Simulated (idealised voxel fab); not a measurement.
This is a process module. Its name is voxel self aligned vias.
The figure presents cross-section cut, which has a width of 265 nm and is divided into square cells with an edge length of 5 nm.
Each cross-section below is a grid of square cells, stated as bands in top-down order, with one or more rows of cells making up each band.
Look at the band entry: it leads with the top's height and the bottom's height in nm. Then it lists the materials left to right, with a width in nm for each. The word "edge to edge" on a single material says that material fills the band edge to edge. The word "air" is empty space.
It should be noted that heights are counted from 0, beneath which the wafer as supplied is of one material throughout, and that the lowest band possesses no lower boundary but continues downward, as written in "0 and below".
Width "30 to 40": first value at the band's top row of cells, second value at its bottom row, equal change from row to row.
When a step is marked "nothing was modified", none of the cells in the cross-section changed during that step.
This entry, "Fully sealed cavities", enumerates those empty regions of no fewer than 8 cells that possess no open connection to the top. Each region is reported in the form width x height at distance, the distance being taken from the left edge, with all three quantities expressed in nm.
On a step's line, text after the settings is the simulator commenting on that step.
Among the settings permitted on a step's line is "overlay nm"; applied to a step with a mask, it specifies the extent to which the mask lay to the right of its planned position, whereas a negative figure signifies a position to the left.

Set out below are the planned steps of the process:
1: RECEIVE with material Si
2: CONFORMAL_DEP with material SiO2, thk nm 10
3: CONFORMAL_DEP with material SiCN, thk nm 5
4: DIRECTIONAL_DEP with material SiO2, thk nm 20
5: MASKED_ETCH with tone open, mask id LINES, width nm 20, pitch nm 60, etch materials SiO2, depth nm 20, overlay nm 0
6: CONFORMAL_DEP with material TiN, thk nm 5
7: FILL_DEP with material Ru, thk nm 10
8: CMP with height nm 35
9: SELECTIVE_ETCH with etch materials W Ru TiN, depth nm 10
10: FILL_DEP with material SiN, thk nm 5
11: CMP with height nm 35
12: DIRECTIONAL_DEP with material SiO2, thk nm 20
13: PATTERN with tone open, mask id VIAS, material resist, width nm 30, pitch nm 60, thk nm 20, overlay nm 0
14: DIRECTIONAL_ETCH with etch materials SiO2, depth nm 20
15: DIRECTIONAL_ETCH with etch materials SiN, depth nm 10
16: STRIP with etch materials resist
17: CONFORMAL_DEP with material TiN, thk nm 5
18: FILL_DEP with material Ru, thk nm 10
19: CMP with height nm 55
20: CONFORMAL_DEP with material SiCN, thk nm 5

As received (post step 1): cross-section:
0 and below  Si edge to edge
Fully sealed cavities: none

Post-module cross-section: identical start and plan to those above, one misstep in execution:
60 down to 55  SiCN edge to edge
55 down to 40  SiO2 85 nm, TiN 5 nm, Ru 20 nm, TiN 5 nm, SiO2 30 nm, TiN 5 nm, Ru 20 nm, TiN 5 nm, SiO2 90 nm
40 down to 30  SiO2 85 to 90 nm, TiN 10 to 5 nm, Ru 10 nm, TiN 10 to 5 nm, SiO2 30 to 40 nm, TiN 10 to 5 nm, Ru 10 nm, TiN 10 to 5 nm, SiO2 90 to 95 nm
30 down to 25  SiO2 90 nm, TiN 20 nm, SiO2 40 nm, TiN 20 nm, SiO2 95 nm
25 down to 20  SiO2 90 nm, SiN 20 nm, SiO2 40 nm, SiN 20 nm, SiO2 95 nm
20 down to 15  SiO2 90 nm, TiN 20 nm, SiO2 40 nm, TiN 20 nm, SiO2 95 nm
15 down to 10  SiCN edge to edge
10 down to 0  SiO2 edge to edge
0 and below  Si edge to edge
Fully sealed cavities: none
Finding, execution versus plan: step 9 was run on a setting that differed from the plan, and what really ran there is SELECTIVE_ETCH with etch materials W Ru TiN, depth nm 15
